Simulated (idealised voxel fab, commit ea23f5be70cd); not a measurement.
Herein follows the process module entitled voxel self aligned contacts.
Xsec cut, 300 nm wide, square cell size 5 nm.
Cross-section layout: square cells on a grid; listed as bands, top to bottom; a band spans one or more cell rows. A band entry consists of two parts. The first gives the height of the band's top and the height of its bottom, in nm. The rest lists the band's materials from left to right, each with its width in nm. A single material labelled with the word "edge to edge" fills the band from edge to edge, and the word "empty" marks empty space. Height 0 is the level under which the wafer as received is all one material. The lowest band goes on downwards, as in "0 nm and below". Top row gets the first number, bottom row gets the second, and each row in between changes by the same step: that is how a band width like "30->40" works. "nothing different" after a step means that no cell of the cross-section changed. Entry "Voids, fully enclosed". Content: empty spaces with no open connection to the top, size 8 cells or greater. Each: width x height at distance. Distance: from left edge. Unit: nm. Past the settings on a step's line: simulator remark, on that step. overlay nm: mask right of planned place by this much (step with mask). Neg. = left.

Steps planned for the process
1 RECEIVE [material Si]
2 OXIDIZE [depth nm 5]
3 DIRECTIONAL_DEP [material polySi] [thk nm 25]
4 DIRECTIONAL_DEP [material SiN] [thk nm 25]
5 DIRECTIONAL_DEP [material aC] [thk nm 10]
6 PATTERN [tone cover] [mask id GATE] [material resist] [width nm 35] [pitch nm 80] [thk nm 25] [overlay nm 0]
7 DIRECTIONAL_ETCH [etch materials aC] [depth nm 10]
8 STRIP [etch materials resist]
9 DIRECTIONAL_ETCH [etch materials SiN] [depth nm 25]
10 DIRECTIONAL_ETCH [etch materials polySi] [depth nm 25]
11 STRIP [etch materials aC]
12 CONFORMAL_DEP [material SiN] [thk nm 10]
13 DIRECTIONAL_ETCH [etch materials SiN] [depth nm 10]
14 FILL_DEP [material SiO2] [thk nm 15]
15 CMP [height nm 60]
16 DIRECTIONAL_DEP [material aC] [thk nm 10]
17 PATTERN [tone open] [mask id CONTACT] [material resist] [width nm 65] [pitch nm 80] [thk nm 25] [overlay nm 0]
18 DIRECTIONAL_ETCH [etch materials aC] [depth nm 10]
19 STRIP [etch materials resist]
20 DIRECTIONAL_ETCH [etch materials SiO2] [depth nm 65]
21 STRIP [etch materials aC]
22 CONFORMAL_DEP [material TiN] [thk nm 5]
23 FILL_DEP [material Ru] [thk nm 10]
24 CMP [height nm 60]
25 CONFORMAL_DEP [material SiN] [thk nm 5]

Cross-section of the wafer as it came to us, i.e., already through step 1
* 0 nm and below = Si edge to edge
* Voids, fully enclosed: none

The following cross-section depicts the wafer upon conclusion of the module. Processing commenced from the starting condition illustrated above and adhered to the plan illustrated above, save for one mistake in execution
* 65 nm to 60 nm = SiN edge to edge
* 60 nm to 55 nm = 75 nm SiO2  5 nm TiN  55 nm Ru  5 nm TiN  15 nm SiO2  5 nm TiN  55 nm Ru  5 nm TiN  80 nm SiO2
* 55 nm to 50 nm = 75 nm SiO2  65 nm TiN  15 nm SiO2  65 nm TiN  80 nm SiO2
* 50 nm to 25 nm = 60 nm SiN  15 nm SiO2  65 nm SiN  15 nm SiO2  65 nm SiN  15 nm SiO2  65 nm SiN
* 25 nm to 0 nm = 50 nm polySi  10 nm SiN  15 nm SiO2  10 nm SiN  45 nm polySi  10 nm SiN  15 nm SiO2  10 nm SiN  45 nm polySi  10 nm SiN  15 nm SiO2  10 nm SiN  55 nm polySi
* 0 nm to -5 nm = SiO2 edge to edge
* -5 nm and below = Si edge to edge
* Voids, fully enclosed: none
What was the processing mistake? step 6 ran differently from the plan; actual operation with settings: PATTERN [tone open] [mask id GATE] [material resist] [width nm 35] [pitch nm 80] [thk nm 25] [overlay nm 0]
